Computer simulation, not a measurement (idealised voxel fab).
process module | voxel tone inversion
cross-section cut | 280 nm wide | cells 5 nm
A cross-section is a grid of square cells, given in bands from the top down. A band is one or more rows of cells.
Each band's line starts with the height of the band's top and of its bottom, in nm. Then come its materials from left to right, each with its width in nm. One material with "throughout" fills the band from edge to edge. "air" is empty space.
Height 0 is the level under which the wafer as received is all one material. The lowest band goes on downwards, as in "0 down".
A width such as "30 to 40" changes by the same amount from each row of cells to the next, from the band's top row to its bottom row.
"no change" after a step means that no cell of the cross-section changed.
closed voids: empty space of 8 cells or more with no open way to the top, each as width x height at its distance from the left edge, in nm
after a step's settings: what the simulator itself notes on the step
overlay nm, on a step with a mask: how far to the right of its planned place the mask lay; to the left if negative
plan
1 op RECEIVE | material Si
2 op CONFORMAL_DEP | material SiN | thk nm 10
3 op DIRECTIONAL_DEP | material aC | thk nm 20
4 op PATTERN | tone cover | mask id POSTS | material resist | width nm 20 | pitch nm 40 | thk nm 30 | overlay nm 0
5 op DIRECTIONAL_ETCH | etch materials aC | depth nm 20
6 op STRIP | etch materials resist
7 op FILL_DEP | material lowk | thk nm 5
8 op CMP | height nm 30
9 op STRIP | etch materials aC
10 op CONFORMAL_DEP | material TiN | thk nm 5
11 op FILL_DEP | material Ru | thk nm 5
12 op CMP | height nm 30
13 op CONFORMAL_DEP | material SiCN | thk nm 5
varied across the wafers: thk nm of step 10. The plan shows the first wafer's value. All wafers start alike
first wafer as received, after step 1
  0 down: Si throughout
  closed voids: none
first wafer at the end, after step 13
  35 to 30: SiCN throughout
  30 to 15: lowk 90 | TiN 5 | Ru 10 | TiN 5 | lowk 20 | TiN 5 | Ru 10 | TiN 5 | lowk 20 | TiN 5 | Ru 10 | TiN 5 | lowk 90
  15 to 10: lowk 90 | TiN 20 | lowk 20 | TiN 20 | lowk 20 | TiN 20 | lowk 90
  10 to 0: SiN throughout
  0 down: Si throughout
  closed voids: none
last wafer at the end
  35 to 30: SiCN throughout
  30 to 10: lowk 90 | TiN 20 | lowk 20 | TiN 20 | lowk 20 | TiN 20 | lowk 90
  10 to 0: SiN throughout
  0 down: Si throughout
  closed voids: none
each wafer at the end: cells of each material gained (+) or lost (-) since it was received, then its closed voids
thk nm 5 | +18 Ru | +56 SiCN | +112 SiN | +30 TiN | +176 lowk | closed voids: none
thk nm 10 | +56 SiCN | +112 SiN | +48 TiN | +176 lowk | closed voids: none
thk nm 15 | +56 SiCN | +112 SiN | +48 TiN | +176 lowk | closed voids: none
thk nm 20 | +56 SiCN | +112 SiN | +48 TiN | +176 lowk | closed voids: none
